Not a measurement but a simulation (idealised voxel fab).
Presented below is a process module, voxel double patterning.
165 nm wide, 5 nm square cells: that's cross-section cut.
Cross-section layout: square cells on a grid; listed as bands, top to bottom; a band spans one or more cell rows.
Basically the band line says how high the top is and how high the bottom is, in nm, and then what's in it from left to right, every material with its width in nm. Empty space shows up as "air", and if a single material carries "throughout" it runs the full band edge to edge.
Heights are measured from 0, the level below which the as-received wafer is all one material; the lowest band has no bottom and continues downward, written as in "0 down".
A width such as "30->40" changes by the same amount from each row of cells to the next, from the band's top row to its bottom row.
What does "nothing altered" mean for a step? It means no cell of the cross-section changed in that step.
Look at "Enclosed void catalog" for the closed voids: empty spaces with no open path to the top, sized 8 cells or up. Each is width x height at distance, distance from the left edge, all nm.
That trailing text on a step's line, after the settings, is the simulator's own remark on the step.
overlay nm: mask right of planned place by this much (step with mask). Neg. = left.

**Here's what the planned process steps look like**
1 RECEIVE, material Si
2 CONFORMAL_DEP, material SiO2, thk nm 10
3 DIRECTIONAL_DEP, material polySi, thk nm 15
4 DIRECTIONAL_DEP, material SiN, thk nm 10
5 DIRECTIONAL_DEP, material aC, thk nm 10
6 PATTERN, tone open, mask id FIRST, material resist, width nm 15, pitch nm 50, thk nm 30, overlay nm 0
7 DIRECTIONAL_ETCH, etch materials aC, depth nm 10
8 STRIP, etch materials resist
9 DIRECTIONAL_ETCH, etch materials SiN, depth nm 10
10 STRIP, etch materials aC
11 DIRECTIONAL_DEP, material aC, thk nm 10
12 PATTERN, tone open, mask id SECOND, material resist, width nm 15, pitch nm 50, thk nm 30, overlay nm 0
13 DIRECTIONAL_ETCH, etch materials aC, depth nm 10
14 STRIP, etch materials resist
15 DIRECTIONAL_ETCH, etch materials SiN, depth nm 10
16 STRIP, etch materials aC
17 DIRECTIONAL_ETCH, etch materials polySi, depth nm 15
18 STRIP, etch materials SiN
varied across the wafers: width nm of step 6. The plan shows the first wafer's value. All wafers start alike

**Sectional view: first of several wafers, as received, after step 1**
> 0 down  Si throughout
> Enclosed void catalog: none

**Below: a row per wafer. Contents at end of module: for every material, cells gained since receipt (+) or lost since receipt (-); then closed voids**
width nm 15 | +66 SiO2 | +54 polySi | Enclosed void catalog: none
width nm 20 | +66 SiO2 | +45 polySi | Enclosed void catalog: none
width nm 25 | +66 SiO2 | +36 polySi | Enclosed void catalog: none
width nm 30 | +66 SiO2 | +27 polySi | Enclosed void catalog: none
